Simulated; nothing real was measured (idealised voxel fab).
process module | voxel ribs on slabs
cross-section cut | 215 nm wide | cells 5 nm
A cross-section is a grid of square cells, given in bands from the top down. A band is one or more rows of cells.
Each band's line starts with the height of the band's top and of its bottom, in nm. Then come its materials from left to right, each with its width in nm. One material with "throughout" fills the band from edge to edge. "air" is empty space.
Height 0 is the level under which the wafer as received is all one material. The lowest band goes on downwards, as in "0 down".
A width such as "30 to 40" changes by the same amount from each row of cells to the next, from the band's top row to its bottom row.
"no change" after a step means that no cell of the cross-section changed.
closed voids: empty space of 8 cells or more with no open way to the top, each as width x height at its distance from the left edge, in nm
after a step's settings: what the simulator itself notes on the step
overlay nm, on a step with a mask: how far to the right of its planned place the mask lay; to the left if negative
plan
1 op RECEIVE | material Si
2 op DIRECTIONAL_DEP | material SiO2 | thk nm 20
3 op DIRECTIONAL_DEP | material SiN | thk nm 25
4 op MASKED_ETCH | tone cover | mask id RIB | width nm 20 | etch materials SiN | depth nm 10 | overlay nm 0
5 op DIRECTIONAL_DEP | material aC | thk nm 15
6 op PATTERN | tone cover | mask id SLAB | material resist | width nm 60 | thk nm 30 | overlay nm 0
7 op DIRECTIONAL_ETCH | etch materials aC | depth nm 15
8 op STRIP | etch materials resist
9 op DIRECTIONAL_ETCH | etch materials SiN | depth nm 15
10 op STRIP | etch materials aC
11 op FILL_DEP | material SiO2 | thk nm 20
12 op CMP | height nm 55
13 op DIRECTIONAL_DEP | material TiN | thk nm 5
14 op PATTERN | tone cover | mask id HEATER | material resist | width nm 40 | thk nm 15 | overlay nm 0
15 op DIRECTIONAL_ETCH | etch materials TiN | depth nm 5
16 op STRIP | etch materials resist
17 op CONFORMAL_DEP | material SiO2 | thk nm 10
varied across the wafers: width nm of step 4. The plan shows the first wafer's value. All wafers start alike
first wafer as received, after step 1
  0 down: Si throughout
  closed voids: none
each wafer at the end: cells of each material gained (+) or lost (-) since it was received, then its closed voids
width nm 20 | +44 SiN | +519 SiO2 | +8 TiN | closed voids: none
width nm 25 | +46 SiN | +517 SiO2 | +8 TiN | closed voids: none
width nm 30 | +48 SiN | +515 SiO2 | +8 TiN | closed voids: none
width nm 35 | +50 SiN | +513 SiO2 | +8 TiN | closed voids: none
width nm 40 | +52 SiN | +511 SiO2 | +8 TiN | closed voids: none
width nm 45 | +54 SiN | +509 SiO2 | +8 TiN | closed voids: none
